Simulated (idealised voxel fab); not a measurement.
Presented below is a process module, voxel plated lines.
Square cells of 5 nm make up the cross-section cut, whose width is 155 nm.
Cross-section format: a grid of square cells, given as bands from top to bottom; each band is one or more rows of cells. What a band's entry tells you: where the top is and where the bottom is, as heights in nm, and after that what lies inside, material by material from left to right, each with its width in nm. Empty space is written as the word "empty", and a single material marked with the word "throughout" occupies the band from edge to edge. Note: height 0 marks the level under which the wafer is uniformly one material as received. Lowest band unbounded below, written "z 0 and below". When a width is written as two numbers, as in "30->40", the first number is the width in the top row of cells of the band and the second is the width in its bottom row, and the width changes by the same amount from each row to the next. Take "no alterations made" at face value: in the step it is given for, the cross-section changed in none of its cells. The list in "Completely sealed voids" covers empty spaces of 8 cells or more that cannot reach the top through any open way, and it gives each as width x height at distance; the distance is from the left edge, and width, height and distance are in nm. Whatever follows a step's settings on its line is a remark the simulator itself makes about that step. The line of a step may include "overlay nm". On a step with a mask, this value is how far to the right of its planned place the mask lay. A negative value means the mask lay to the left.
## Planned step list for the process
- 1: RECEIVE | material Si
- 2: CONFORMAL_DEP | material SiO2 | thk nm 15
- 3: DIRECTIONAL_DEP | material TiN | thk nm 5
- 4: PATTERN | tone open | mask id LINES | material resist | width nm 25 | pitch nm 45 | thk nm 35 | overlay nm 0
- 5: EPI | material Ru | thk nm 10
- 6: EPI | material Ru | thk nm 5
- 7: EPI | material Ru | thk nm 10
- 8: STRIP | etch materials resist
- 9: DIRECTIONAL_ETCH | etch materials TiN | depth nm 5
- 10: CONFORMAL_DEP | material SiCN | thk nm 5
## Cross-section, incoming material, after step 1
  z 0 and below: Si throughout
  Completely sealed voids: none
## End-of-module XS, first of two wafers, run as planned
  z 50 to 45: 35 nm empty / 35 nm SiCN / 10 nm empty / 35 nm SiCN / 40 nm empty
  z 45 to 20: 35 nm empty / 5 nm SiCN / 25 nm Ru / 5 nm SiCN / 10 nm empty / 5 nm SiCN / 25 nm Ru / 5 nm SiCN / 40 nm empty
  z 20 to 15: 40 nm SiCN / 25 nm TiN / 20 nm SiCN / 25 nm TiN / 45 nm SiCN
  z 15 to 0: SiO2 throughout
  z 0 and below: Si throughout
  Completely sealed voids: none
## Here's the second of our two wafers sectioned at module end. Same start as the first, same plan, but one mistake got made running it
  z 50 to 45: 40 nm empty / 25 nm SiCN / 20 nm empty / 25 nm SiCN / 45 nm empty
  z 45 to 20: 40 nm empty / 5 nm SiCN / 15 nm Ru / 5 nm SiCN / 20 nm empty / 5 nm SiCN / 15 nm Ru / 5 nm SiCN / 45 nm empty
  z 20 to 15: 45 nm SiCN / 15 nm TiN / 30 nm SiCN / 15 nm TiN / 50 nm SiCN
  z 15 to 0: SiO2 throughout
  z 0 and below: Si throughout
  Completely sealed voids: none
Deviation from plan: in deviation from the planned setting, step 4 was conducted as PATTERN | tone open | mask id LINES | material resist | width nm 15 | pitch nm 45 | thk nm 35 | overlay nm 0
Final difference in cells, second wafer against first, listed per material as more or fewer: -20 Ru, -4 TiN
